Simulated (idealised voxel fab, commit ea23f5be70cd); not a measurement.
Module name: voxel capacitor over wiring (process module)
Cross-section cut: width 225 nm, square cells of 5 nm.
In this document a cross-section is written as a grid of square cells. It is given as a series of bands, listed from the top down, and a band is one or more rows of cells.
What a band's entry tells you: where the top is and where the bottom is, as heights in nm, and after that what lies inside, material by material from left to right, each with its width in nm. Empty space is written as the word "empty", and a single material marked with the word "edge to edge" occupies the band from edge to edge.
Ref level 0: as-received wafer is one material below here. Bottom band extends down with no lower bound ("0..down").
The width entry "30 to 40" should be interpreted row by row: the top row of cells in the band takes the first number, the bottom row takes the second number, and the change between adjacent rows is uniform throughout.
"all unchanged", as given for a step, is the statement that not any cell of the cross-section underwent a change during that step.
Entry "Sealed-off cavities". Content: empty spaces with no open connection to the top, size 8 cells or greater. Each: width x height at distance. Distance: from left edge. Unit: nm.
Past the settings on a step's line: simulator remark, on that step.
Each step line may optionally specify "overlay nm", which for a step with a mask gives the rightward distance between the mask's planned place and where it lay, a negative value indicating the leftward direction.
# Process steps - plan
step 1: RECEIVE (material Si)
step 2: CONFORMAL_DEP (material SiO2; thk nm 15)
step 3: CONFORMAL_DEP (material SiCN; thk nm 5)
step 4: DIRECTIONAL_DEP (material SiO2; thk nm 20)
step 5: MASKED_ETCH (tone open; mask id METAL_1; width nm 30; pitch nm 90; etch materials SiO2; depth nm 20; overlay nm 0)
step 6: MASKED_ETCH (tone open; mask id METAL_1; width nm 30; pitch nm 90; etch materials SiCN; depth nm 5; overlay nm 0)
step 7: CONFORMAL_DEP (material TiN; thk nm 5)
step 8: FILL_DEP (material Cu; thk nm 10)
step 9: CMP (height nm 40)
step 10: CONFORMAL_DEP (material SiCN; thk nm 5)
step 11: DIRECTIONAL_DEP (material lowk; thk nm 15)
step 12: DIRECTIONAL_DEP (material aC; thk nm 10)
step 13: PATTERN (tone open; mask id PLUG_1; material resist; width nm 15; thk nm 30; overlay nm 0)
step 14: DIRECTIONAL_ETCH (etch materials aC; depth nm 10)
step 15: STRIP (etch materials resist)
step 16: DIRECTIONAL_ETCH (etch materials lowk; depth nm 15)
step 17: DIRECTIONAL_ETCH (etch materials SiCN; depth nm 5)
step 18: STRIP (etch materials aC)
step 19: CONFORMAL_DEP (material TiN; thk nm 5)
step 20: FILL_DEP (material Ru; thk nm 5)
step 21: CMP (height nm 60)
step 22: DIRECTIONAL_DEP (material TiN; thk nm 5)
step 23: DIRECTIONAL_DEP (material SiN; thk nm 5)
step 24: DIRECTIONAL_DEP (material TiN; thk nm 5)
step 25: DIRECTIONAL_DEP (material aC; thk nm 10)
step 26: PATTERN (tone cover; mask id UPPER_PLATE; material resist; width nm 65; thk nm 25; overlay nm 0)
step 27: DIRECTIONAL_ETCH (etch materials aC; depth nm 10)
step 28: STRIP (etch materials resist)
step 29: DIRECTIONAL_ETCH (etch materials TiN; depth nm 5)
step 30: DIRECTIONAL_ETCH (etch materials SiN; depth nm 5)
step 31: STRIP (etch materials aC)
step 32: MASKED_ETCH (tone cover; mask id LOWER_PLATE; width nm 75; etch materials TiN; depth nm 5; overlay nm 0)
step 33: FILL_DEP (material SiO2; thk nm 20)
step 34: CMP (height nm 90)
step 35: PATTERN (tone open; mask id PLUG_2; material resist; width nm 15; thk nm 20; overlay nm 0)
step 36: DIRECTIONAL_ETCH (etch materials SiO2; depth nm 15)
step 37: STRIP (etch materials resist)
step 38: CONFORMAL_DEP (material TiN; thk nm 5)
step 39: FILL_DEP (material Ru; thk nm 5)
step 40: CMP (height nm 90)
step 41: CONFORMAL_DEP (material SiCN; thk nm 5)
Keep in mind the plan's value for the width nm of step 35 comes from the first wafer; the wafers don't share that setting, but they do share the same starting point.
# Cross-section of the first of several received wafers, showing its state after step 1
    0..down: Si edge to edge
    Sealed-off cavities: none
# The figure below presents a cross-section of the first of several wafers at the conclusion of the module, following its last step, step 41
    95..90: SiCN edge to edge
    90..80: 75 nm SiO2, then 5 nm TiN, then 5 nm Ru, then 5 nm TiN, then 135 nm SiO2
    80..70: 75 to 65 nm SiO2, then 15 to 65 nm TiN, then 135 to 95 nm SiO2
    70..65: 65 nm SiO2, then 65 nm SiN, then 95 nm SiO2
    65..60: 60 nm SiO2, then 75 nm TiN, then 90 nm SiO2
    60..45: 65 nm lowk, then 5 nm TiN, then 5 nm Ru, then 5 nm TiN, then 145 nm lowk
    45..40: 65 nm SiCN, then 15 nm TiN, then 145 nm SiCN
    40..20: 50 nm SiO2, then 5 nm TiN, then 20 nm Cu, then 5 nm TiN, then 60 nm SiO2, then 5 nm TiN, then 20 nm Cu, then 5 nm TiN, then 55 nm SiO2
    20..15: 50 nm SiCN, then 30 nm TiN, then 60 nm SiCN, then 30 nm TiN, then 55 nm SiCN
    15..0: SiO2 edge to edge
    0..down: Si edge to edge
    Sealed-off cavities: none
# X-section, last wafer, module end
    95..90: SiCN edge to edge
    90..80: 70 nm SiO2, then 5 nm TiN, then 20 nm Ru, then 5 nm TiN, then 125 nm SiO2
    80..70: 70 to 65 nm SiO2, then 30 to 65 nm TiN, then 125 to 95 nm SiO2
    70..65: 65 nm SiO2, then 65 nm SiN, then 95 nm SiO2
    65..60: 60 nm SiO2, then 75 nm TiN, then 90 nm SiO2
    60..45: 65 nm lowk, then 5 nm TiN, then 5 nm Ru, then 5 nm TiN, then 145 nm lowk
    45..40: 65 nm SiCN, then 15 nm TiN, then 145 nm SiCN
    40..20: 50 nm SiO2, then 5 nm TiN, then 20 nm Cu, then 5 nm TiN, then 60 nm SiO2, then 5 nm TiN, then 20 nm Cu, then 5 nm TiN, then 55 nm SiO2
    20..15: 50 nm SiCN, then 30 nm TiN, then 60 nm SiCN, then 30 nm TiN, then 55 nm SiCN
    15..0: SiO2 edge to edge
    0..down: Si edge to edge
    Sealed-off cavities: none
# Gained (+) or lost (-) cells of each material since receipt, then closed voids: one row per wafer, at the end of the module
width nm 15, +32 Cu, +5 Ru, +120 SiCN, +13 SiN, +487 SiO2, +72 TiN, +126 lowk, Sealed-off cavities: none
width nm 20, +32 Cu, +7 Ru, +120 SiCN, +13 SiN, +484 SiO2, +73 TiN, +126 lowk, Sealed-off cavities: none
width nm 25, +32 Cu, +9 Ru, +120 SiCN, +13 SiN, +481 SiO2, +74 TiN, +126 lowk, Sealed-off cavities: none
width nm 30, +32 Cu, +11 Ru, +120 SiCN, +13 SiN, +478 SiO2, +75 TiN, +126 lowk, Sealed-off cavities: none
